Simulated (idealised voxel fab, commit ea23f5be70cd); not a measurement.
Process module in this document: voxel self aligned contacts
Section cut is 230 nm wide and gridded with 5 nm square cells.
The cross-sections in this document take the form of a grid made of square cells. They are written out as bands, in order from top to bottom. Each band consists of one or more rows of cells. Heights first: top, then bottom, in nm. Then materials, left to right, each with a width in nm. "edge to edge" on a single material: fills the band edge to edge. "empty": empty space. Where do heights start? At 0: under that level the wafer as delivered is made of one material only. And the lowest band has no floor; it just carries on downward, as in "0 -> down". Width: "30 to 40" (first number = top row, second number = bottom row, same change from row to row of cells). You'll sometimes find "nothing different" written for a step, and that's the way of saying that nowhere in the cross-section did a cell change during that step. Heads up: "Closed void list" only lists the empty pockets with no open path to the top that are 8 cells or more, and it writes them as width x height at distance, distance from the left edge, in nm. Post-settings text on a step line: simulator's own remark regarding the step. Among the settings permitted on a step's line is "overlay nm"; applied to a step with a mask, it specifies the extent to which the mask lay to the right of its planned position, whereas a negative figure signifies a position to the left.
Planned process steps:
1 RECEIVE | material Si
2 CONFORMAL_DEP | material SiO2 | thk nm 5
3 DIRECTIONAL_DEP | material polySi | thk nm 30
4 DIRECTIONAL_DEP | material SiN | thk nm 15
5 DIRECTIONAL_DEP | material aC | thk nm 15
6 PATTERN | tone cover | mask id GATE | material resist | width nm 25 | pitch nm 55 | thk nm 35 | overlay nm 0
7 DIRECTIONAL_ETCH | etch materials aC | depth nm 15
8 STRIP | etch materials resist
9 DIRECTIONAL_ETCH | etch materials SiN | depth nm 15
10 DIRECTIONAL_ETCH | etch materials polySi | depth nm 30
11 STRIP | etch materials aC
12 CONFORMAL_DEP | material SiN | thk nm 5
13 DIRECTIONAL_ETCH | etch materials SiN | depth nm 5
14 FILL_DEP | material SiO2 | thk nm 20
15 CMP | height nm 60
16 DIRECTIONAL_DEP | material aC | thk nm 10
17 PATTERN | tone open | mask id CONTACT | material resist | width nm 40 | thk nm 30 | overlay nm 0
18 DIRECTIONAL_ETCH | etch materials aC | depth nm 10
19 STRIP | etch materials resist
20 DIRECTIONAL_ETCH | etch materials SiO2 | depth nm 60
21 STRIP | etch materials aC
22 CONFORMAL_DEP | material TiN | thk nm 5
23 FILL_DEP | material W | thk nm 10
24 CMP | height nm 60
25 CONFORMAL_DEP | material SiN | thk nm 5
Cross-section: wafer on arrival = after step 1:
	0 -> down = Si edge to edge
	Closed void list: none
The cross-section shown corresponds to the wafer at the conclusion of the module. The initial structure and the process plan are those presented above; however, one mistake occurred in executing the plan:
	65 -> 60 = SiN edge to edge
	60 -> 40 = SiO2 70 nm  SiN 5 nm  polySi 25 nm  SiN 5 nm  TiN 5 nm  W 10 nm  TiN 5 nm  SiN 5 nm  polySi 25 nm  SiN 5 nm  SiO2 70 nm
	40 -> 35 = SiO2 70 nm  SiN 5 nm  polySi 25 nm  SiN 5 nm  TiN 20 nm  SiN 5 nm  polySi 25 nm  SiN 5 nm  SiO2 70 nm
	35 -> 5 = polySi edge to edge
	5 -> 0 = SiO2 edge to edge
	0 -> down = Si edge to edge
	Closed void list: none
Processing error: execution of plan step 3 occurred twice
